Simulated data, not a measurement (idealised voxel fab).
Proc. module: voxel wiring stack
Each square cell in cross-section cut measures 5 nm, and the section as a whole is 275 nm wide.
Cross-section format: a grid of square cells, given as bands from top to bottom; each band is one or more rows of cells. Band: top height; bottom height; in nm. Then, left to right: material with width in nm, for each material. "everywhere": a single material spanning edge to edge. "empty": empty space. Counting heights begins at 0, where everything beneath is, in the wafer as received, one material. The lowest band has no bottom; it goes on downwards, as "z 0 and below" shows. A width given as "30->40" starts at the first number in the band's top row and ends at the second number in its bottom row, shifting by an equal amount at every step from row to row. "no modification" means the step left every cell of the cross-section as it was. Each empty space that has no open way to the top and spans at least 8 cells appears under "Sealed cavities" as width x height at distance, the distance counted from the left edge, all in nm. Text after the settings on a step's line: the simulator's own remark on that step. The optional step-line setting "overlay nm" applies to steps with a mask and quantifies how far to the right of its planned location the mask lay, a negative value indicating leftward placement.

Intended process steps
1) RECEIVE with material Si
2) CONFORMAL_DEP with material SiO2, thk nm 10
3) CONFORMAL_DEP with material SiN, thk nm 5
4) DIRECTIONAL_DEP with material lowk, thk nm 15
5) MASKED_ETCH with tone open, mask id METAL_1, width nm 30, pitch nm 60, etch materials lowk, depth nm 15, overlay nm 0
6) MASKED_ETCH with tone open, mask id METAL_1, width nm 30, pitch nm 60, etch materials SiN, depth nm 5, overlay nm 0
7) CONFORMAL_DEP with material TiN, thk nm 5
8) FILL_DEP with material W, thk nm 10
9) CMP with height nm 30
10) CONFORMAL_DEP with material SiCN, thk nm 5
11) DIRECTIONAL_DEP with material lowk, thk nm 10
12) DIRECTIONAL_DEP with material aC, thk nm 15
13) PATTERN with tone open, mask id PLUG_1, material resist, width nm 15, pitch nm 120, thk nm 35, overlay nm 0
14) DIRECTIONAL_ETCH with etch materials aC, depth nm 15
15) STRIP with etch materials resist
16) DIRECTIONAL_ETCH with etch materials lowk, depth nm 10
17) DIRECTIONAL_ETCH with etch materials SiCN, depth nm 5
18) STRIP with etch materials aC
19) CONFORMAL_DEP with material TiN, thk nm 5
20) FILL_DEP with material Ru, thk nm 5
21) CMP with height nm 45
22) DIRECTIONAL_DEP with material TiN, thk nm 5
23) DIRECTIONAL_DEP with material W, thk nm 15
24) MASKED_ETCH with tone cover, mask id METAL_2, width nm 30, pitch nm 60, etch materials W, depth nm 15, overlay nm 0
25) MASKED_ETCH with tone cover, mask id METAL_2, width nm 30, pitch nm 60, etch materials TiN, depth nm 5, overlay nm 0
26) CONFORMAL_DEP with material SiCN, thk nm 5
27) FILL_DEP with material SiO2, thk nm 5
28) CMP with height nm 65
29) CONFORMAL_DEP with material SiCN, thk nm 5
30) DIRECTIONAL_DEP with material SiO2, thk nm 25
31) DIRECTIONAL_DEP with material aC, thk nm 15
32) PATTERN with tone open, mask id METAL_3_HOLES, material resist, width nm 15, pitch nm 60, thk nm 35, overlay nm 0
33) DIRECTIONAL_ETCH with etch materials aC, depth nm 15
34) STRIP with etch materials resist
35) DIRECTIONAL_ETCH with etch materials SiO2, depth nm 25
36) STRIP with etch materials aC
37) DIRECTIONAL_DEP with material aC, thk nm 10
38) PATTERN with tone open, mask id METAL_3, material resist, width nm 30, pitch nm 60, thk nm 30, overlay nm 0
39) DIRECTIONAL_ETCH with etch materials aC, depth nm 10
40) STRIP with etch materials resist
41) DIRECTIONAL_ETCH with etch materials SiO2, depth nm 15
42) DIRECTIONAL_ETCH with etch materials SiCN, depth nm 5
43) STRIP with etch materials aC
44) CONFORMAL_DEP with material TiN, thk nm 5
45) FILL_DEP with material Cu, thk nm 5
46) CMP with height nm 95
47) CONFORMAL_DEP with material SiCN, thk nm 5

Of two wafers, the first: run according to plan

Wafer as received: cross-section following step 1
z 0 and below: Si everywhere
Sealed cavities: none

After step 2, in cross-section
z 10 to 0: SiO2 everywhere
below 0: unchanged

After step 3, in cross-section
z 15 to 10: SiN everywhere
below 10: unchanged

After step 4, in cross-section
z 30 to 15: lowk everywhere
below 15: unchanged

After step 5, in cross-section
z 30 to 15: lowk (30); empty (30); lowk (30); empty (30); lowk (30); empty (30); lowk (30); empty (30); lowk (35)
below 15: unchanged

After step 6, in cross-section
z 30 to 15: lowk (30); empty (30); lowk (30); empty (30); lowk (30); empty (30); lowk (30); empty (30); lowk (35)
z 15 to 10: SiN (30); empty (30); SiN (30); empty (30); SiN (30); empty (30); SiN (30); empty (30); SiN (35)
below 10: unchanged

After step 7, in cross-section
z 35 to 30: TiN (35); empty (20); TiN (40); empty (20); TiN (40); empty (20); TiN (40); empty (20); TiN (40)
z 30 to 15: lowk (30); TiN (5); empty (20); TiN (5); lowk (30); TiN (5); empty (20); TiN (5); lowk (30); TiN (5); empty (20); TiN (5); lowk (30); TiN (5); empty (20); TiN (5); lowk (35)
z 15 to 10: SiN (30); TiN (30); SiN (30); TiN (30); SiN (30); TiN (30); SiN (30); TiN (30); SiN (35)
below 10: unchanged

After step 8, in cross-section
z 45 to 35: W everywhere
z 35 to 30: TiN (35); W (20); TiN (40); W (20); TiN (40); W (20); TiN (40); W (20); TiN (40)
z 30 to 15: lowk (30); TiN (5); W (20); TiN (5); lowk (30); TiN (5); W (20); TiN (5); lowk (30); TiN (5); W (20); TiN (5); lowk (30); TiN (5); W (20); TiN (5); lowk (35)
below 15: unchanged

After step 9, in cross-section
z 30 to 15: lowk (30); TiN (5); W (20); TiN (5); lowk (30); TiN (5); W (20); TiN (5); lowk (30); TiN (5); W (20); TiN (5); lowk (30); TiN (5); W (20); TiN (5); lowk (35)
below 15: unchanged

After step 10, in cross-section
z 35 to 30: SiCN everywhere
below 30: unchanged

After step 11, in cross-section
z 45 to 35: lowk everywhere
below 35: unchanged

After step 12, in cross-section
z 60 to 45: aC everywhere
below 45: unchanged

After step 13, in cross-section
z 95 to 60: resist (30); empty (15); resist (105); empty (15); resist (110)
below 60: unchanged

After step 14, in cross-section
z 80 to 60: resist (30); empty (15); resist (105); empty (15); resist (110)
z 60 to 45: aC (30); empty (15); aC (105); empty (15); aC (110)
below 45: unchanged

After step 15, in cross-section
z 60 to 45: aC (30); empty (15); aC (105); empty (15); aC (110)
below 45: unchanged

After step 16, in cross-section
z 60 to 45: aC (30); empty (15); aC (105); empty (15); aC (110)
z 45 to 35: lowk (30); empty (15); lowk (105); empty (15); lowk (110)
below 35: unchanged

After step 17, in cross-section
z 60 to 45: aC (30); empty (15); aC (105); empty (15); aC (110)
z 45 to 35: lowk (30); empty (15); lowk (105); empty (15); lowk (110)
z 35 to 30: SiCN (30); empty (15); SiCN (105); empty (15); SiCN (110)
below 30: unchanged

After step 18, in cross-section
z 45 to 35: lowk (30); empty (15); lowk (105); empty (15); lowk (110)
below 35: unchanged

After step 19, in cross-section
z 50 to 45: TiN (35); empty (5); TiN (115); empty (5); TiN (115)
z 45 to 35: lowk (30); TiN (5); empty (5); TiN (5); lowk (105); TiN (5); empty (5); TiN (5); lowk (110)
z 35 to 30: SiCN (30); TiN (15); SiCN (105); TiN (15); SiCN (110)
below 30: unchanged

After step 20, in cross-section
z 55 to 50: Ru everywhere
z 50 to 45: TiN (35); Ru (5); TiN (115); Ru (5); TiN (115)
z 45 to 35: lowk (30); TiN (5); Ru (5); TiN (5); lowk (105); TiN (5); Ru (5); TiN (5); lowk (110)
below 35: unchanged

After step 21, in cross-section
z 45 to 35: lowk (30); TiN (5); Ru (5); TiN (5); lowk (105); TiN (5); Ru (5); TiN (5); lowk (110)
below 35: unchanged

After step 22, in cross-section
z 50 to 45: TiN everywhere
below 45: unchanged

After step 23, in cross-section
z 65 to 50: W everywhere
below 50: unchanged

After step 24, in cross-section
z 65 to 50: empty (30); W (30); empty (30); W (30); empty (30); W (30); empty (30); W (30); empty (35)
below 50: unchanged

After step 25, in cross-section
z 65 to 50: empty (30); W (30); empty (30); W (30); empty (30); W (30); empty (30); W (30); empty (35)
z 50 to 45: empty (30); TiN (30); empty (30); TiN (30); empty (30); TiN (30); empty (30); TiN (30); empty (35)
below 45: unchanged

After step 26, in cross-section
z 70 to 65: empty (25); SiCN (40); empty (20); SiCN (40); empty (20); SiCN (40); empty (20); SiCN (40); empty (30)
z 65 to 50: empty (25); SiCN (5); W (30); SiCN (5); empty (20); SiCN (5); W (30); SiCN (5); empty (20); SiCN (5); W (30); SiCN (5); empty (20); SiCN (5); W (30); SiCN (5); empty (30)
z 50 to 45: SiCN (30); TiN (30); SiCN (30); TiN (30); SiCN (30); TiN (30); SiCN (30); TiN (30); SiCN (35)
below 45: unchanged

After step 27, in cross-section
z 75 to 70: SiO2 everywhere
z 70 to 65: SiO2 (25); SiCN (40); SiO2 (20); SiCN (40); SiO2 (20); SiCN (40); SiO2 (20); SiCN (40); SiO2 (30)
z 65 to 50: SiO2 (25); SiCN (5); W (30); SiCN (5); SiO2 (20); SiCN (5); W (30); SiCN (5); SiO2 (20); SiCN (5); W (30); SiCN (5); SiO2 (20); SiCN (5); W (30); SiCN (5); SiO2 (30)
below 50: unchanged

After step 28, in cross-section
z 65 to 50: SiO2 (25); SiCN (5); W (30); SiCN (5); SiO2 (20); SiCN (5); W (30); SiCN (5); SiO2 (20); SiCN (5); W (30); SiCN (5); SiO2 (20); SiCN (5); W (30); SiCN (5); SiO2 (30)
below 50: unchanged

After step 29, in cross-section
z 70 to 65: SiCN everywhere
below 65: unchanged

After step 30, in cross-section
z 95 to 70: SiO2 everywhere
below 70: unchanged

After step 31, in cross-section
z 110 to 95: aC everywhere
below 95: unchanged

After step 32, in cross-section
z 145 to 110: resist (30); empty (15); resist (45); empty (15); resist (45); empty (15); resist (45); empty (15); resist (50)
below 110: unchanged

After step 33, in cross-section
z 130 to 110: resist (30); empty (15); resist (45); empty (15); resist (45); empty (15); resist (45); empty (15); resist (50)
z 110 to 95: aC (30); empty (15); aC (45); empty (15); aC (45); empty (15); aC (45); empty (15); aC (50)
below 95: unchanged

After step 34, in cross-section
z 110 to 95: aC (30); empty (15); aC (45); empty (15); aC (45); empty (15); aC (45); empty (15); aC (50)
below 95: unchanged

After step 35, in cross-section
z 110 to 95: aC (30); empty (15); aC (45); empty (15); aC (45); empty (15); aC (45); empty (15); aC (50)
z 95 to 70: SiO2 (30); empty (15); SiO2 (45); empty (15); SiO2 (45); empty (15); SiO2 (45); empty (15); SiO2 (50)
below 70: unchanged

After step 36, in cross-section
z 95 to 70: SiO2 (30); empty (15); SiO2 (45); empty (15); SiO2 (45); empty (15); SiO2 (45); empty (15); SiO2 (50)
below 70: unchanged

After step 37, in cross-section
z 105 to 95: aC (30); empty (15); aC (45); empty (15); aC (45); empty (15); aC (45); empty (15); aC (50)
z 95 to 80: SiO2 (30); empty (15); SiO2 (45); empty (15); SiO2 (45); empty (15); SiO2 (45); empty (15); SiO2 (50)
z 80 to 70: SiO2 (30); aC (15); SiO2 (45); aC (15); SiO2 (45); aC (15); SiO2 (45); aC (15); SiO2 (50)
below 70: unchanged

After step 38, in cross-section
z 135 to 105: resist (30); empty (30); resist (30); empty (30); resist (30); empty (30); resist (30); empty (30); resist (35)
below 105: unchanged

After step 39, in cross-section
z 125 to 105: resist (30); empty (30); resist (30); empty (30); resist (30); empty (30); resist (30); empty (30); resist (35)
z 105 to 95: aC (30); empty (30); aC (30); empty (30); aC (30); empty (30); aC (30); empty (30); aC (35)
z 95 to 70: SiO2 (30); empty (15); SiO2 (45); empty (15); SiO2 (45); empty (15); SiO2 (45); empty (15); SiO2 (50)
below 70: unchanged

After step 40, in cross-section
z 105 to 95: aC (30); empty (30); aC (30); empty (30); aC (30); empty (30); aC (30); empty (30); aC (35)
below 95: unchanged

After step 41, in cross-section
z 105 to 95: aC (30); empty (30); aC (30); empty (30); aC (30); empty (30); aC (30); empty (30); aC (35)
z 95 to 80: SiO2 (30); empty (30); SiO2 (30); empty (30); SiO2 (30); empty (30); SiO2 (30); empty (30); SiO2 (35)
below 80: unchanged

After step 42, in cross-section
z 105 to 95: aC (30); empty (30); aC (30); empty (30); aC (30); empty (30); aC (30); empty (30); aC (35)
z 95 to 80: SiO2 (30); empty (30); SiO2 (30); empty (30); SiO2 (30); empty (30); SiO2 (30); empty (30); SiO2 (35)
z 80 to 70: SiO2 (30); empty (15); SiO2 (45); empty (15); SiO2 (45); empty (15); SiO2 (45); empty (15); SiO2 (50)
z 70 to 65: SiCN (30); empty (15); SiCN (45); empty (15); SiCN (45); empty (15); SiCN (45); empty (15); SiCN (50)
below 65: unchanged

After step 43, in cross-section
z 95 to 80: SiO2 (30); empty (30); SiO2 (30); empty (30); SiO2 (30); empty (30); SiO2 (30); empty (30); SiO2 (35)
below 80: unchanged

After step 44, in cross-section
z 100 to 95: TiN (35); empty (20); TiN (40); empty (20); TiN (40); empty (20); TiN (40); empty (20); TiN (40)
z 95 to 85: SiO2 (30); TiN (5); empty (20); TiN (5); SiO2 (30); TiN (5); empty (20); TiN (5); SiO2 (30); TiN (5); empty (20); TiN (5); SiO2 (30); TiN (5); empty (20); TiN (5); SiO2 (35)
z 85 to 80: SiO2 (30); TiN (5); empty (5); TiN (20); SiO2 (30); TiN (5); empty (5); TiN (20); SiO2 (30); TiN (5); empty (5); TiN (20); SiO2 (30); TiN (5); empty (5); TiN (20); SiO2 (35)
z 80 to 70: SiO2 (30); TiN (5); empty (5); TiN (5); SiO2 (45); TiN (5); empty (5); TiN (5); SiO2 (45); TiN (5); empty (5); TiN (5); SiO2 (45); TiN (5); empty (5); TiN (5); SiO2 (50)
z 70 to 65: SiCN (30); TiN (15); SiCN (45); TiN (15); SiCN (45); TiN (15); SiCN (45); TiN (15); SiCN (50)
below 65: unchanged

After step 45, in cross-section
z 105 to 100: Cu everywhere
z 100 to 95: TiN (35); Cu (20); TiN (40); Cu (20); TiN (40); Cu (20); TiN (40); Cu (20); TiN (40)
z 95 to 85: SiO2 (30); TiN (5); Cu (20); TiN (5); SiO2 (30); TiN (5); Cu (20); TiN (5); SiO2 (30); TiN (5); Cu (20); TiN (5); SiO2 (30); TiN (5); Cu (20); TiN (5); SiO2 (35)
z 85 to 80: SiO2 (30); TiN (5); Cu (5); TiN (20); SiO2 (30); TiN (5); Cu (5); TiN (20); SiO2 (30); TiN (5); Cu (5); TiN (20); SiO2 (30); TiN (5); Cu (5); TiN (20); SiO2 (35)
z 80 to 70: SiO2 (30); TiN (5); Cu (5); TiN (5); SiO2 (45); TiN (5); Cu (5); TiN (5); SiO2 (45); TiN (5); Cu (5); TiN (5); SiO2 (45); TiN (5); Cu (5); TiN (5); SiO2 (50)
below 70: unchanged

After step 46, in cross-section
z 95 to 85: SiO2 (30); TiN (5); Cu (20); TiN (5); SiO2 (30); TiN (5); Cu (20); TiN (5); SiO2 (30); TiN (5); Cu (20); TiN (5); SiO2 (30); TiN (5); Cu (20); TiN (5); SiO2 (35)
below 85: unchanged

After step 47, in cross-section
z 100 to 95: SiCN everywhere
below 95: unchanged

Wafer two of two - same starting point, same process plan, one mistake in execution; matches wafer one up to and including step 45

Second wafer, cross-section, planned end of step 46
z 100 to 95: TiN (35); Cu (20); TiN (40); Cu (20); TiN (40); Cu (20); TiN (40); Cu (20); TiN (40)
below 95: unchanged

Second wafer, cross-section, planned end of step 47
z 105 to 100: SiCN everywhere
below 100: unchanged
Short version of what went wrong: step 46 ran differently from the plan; actual operation with settings: CMP with height nm 100
Wafer comparison, final, in cells, second relative to first, materials more or fewer: +16 Cu | +39 TiN
